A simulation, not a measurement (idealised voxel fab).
The document below concerns the process module designated voxel fin reveal.
Pictured: cross-section cut, 270 nm wide, on a grid of 5 nm square cells.
When this document writes out a cross-section, it uses a grid of square cells and lists it as bands, beginning at the top and moving down, with a band standing for one or more rows of cells.
Within each band entry, the heights of the top and of the bottom of the band appear first, in that order and in nm; the materials of the band then follow from left to right, each with its corresponding width in nm. The designation "full width" on a single material indicates that it fills the band from edge to edge; the designation "empty" indicates empty space.
Where do heights start? At 0: under that level the wafer as delivered is made of one material only. And the lowest band has no floor; it just carries on downward, as in "0..down".
You'd read "30..40" like this: the band's top row of cells is as wide as the first number, its bottom row is as wide as the second, and going down, every row changes width by the same amount as the row before did.
The cross-section has no changed cell in any step marked "nothing altered".
Entry "Sealed void listing" = empty spaces >= 8 cells with no open way to the top; each as width x height at distance, distance from left edge, all nm.
Step line, after settings: the simulator's comment on this step.
overlay nm, on a step with a mask: how far to the right of its planned place the mask lay; to the left if negative

This section lists the process steps that were planned
| 1 | RECEIVE (material Si) |
| 2 | CONFORMAL_DEP (material SiN; thk nm 10) |
| 3 | PATTERN (tone cover; mask id FINS; material resist; width nm 15; pitch nm 45; thk nm 20; overlay nm 0) |
| 4 | DIRECTIONAL_ETCH (etch materials SiN; depth nm 10) |
| 5 | DIRECTIONAL_ETCH (etch materials Si; depth nm 40) |
| 6 | STRIP (etch materials resist) |
| 7 | OXIDIZE (depth nm 5) |
| 8 | FILL_DEP (material SiO2; thk nm 15) |
| 9 | CMP (height nm 10) |
| 10 | SELECTIVE_ETCH (etch materials SiO2; depth nm 40) |
| 11 | STRIP (etch materials SiN) |
| 12 | CONFORMAL_DEP (material SiO2; thk nm 5) |
Every wafer here starts from the same state; it is the step 3 width nm that distinguishes them, and the value the plan gives belongs to the first wafer.

Cross-section of the first incoming wafer of several, state after step 1
	0..down: Si full width
	Sealed void listing: none

Take any row and you have a wafer at the end of the module: how many cells of each material it has gained (+) or lost (-) since it was received, and then its closed voids
width nm 15 | -468 Si | +234 SiO2 | Sealed void listing: none
width nm 20 | -450 Si | +228 SiO2 | Sealed void listing: none
width nm 25 | -432 Si | +222 SiO2 | Sealed void listing: none
width nm 30 | -414 Si | +216 SiO2 | Sealed void listing: none
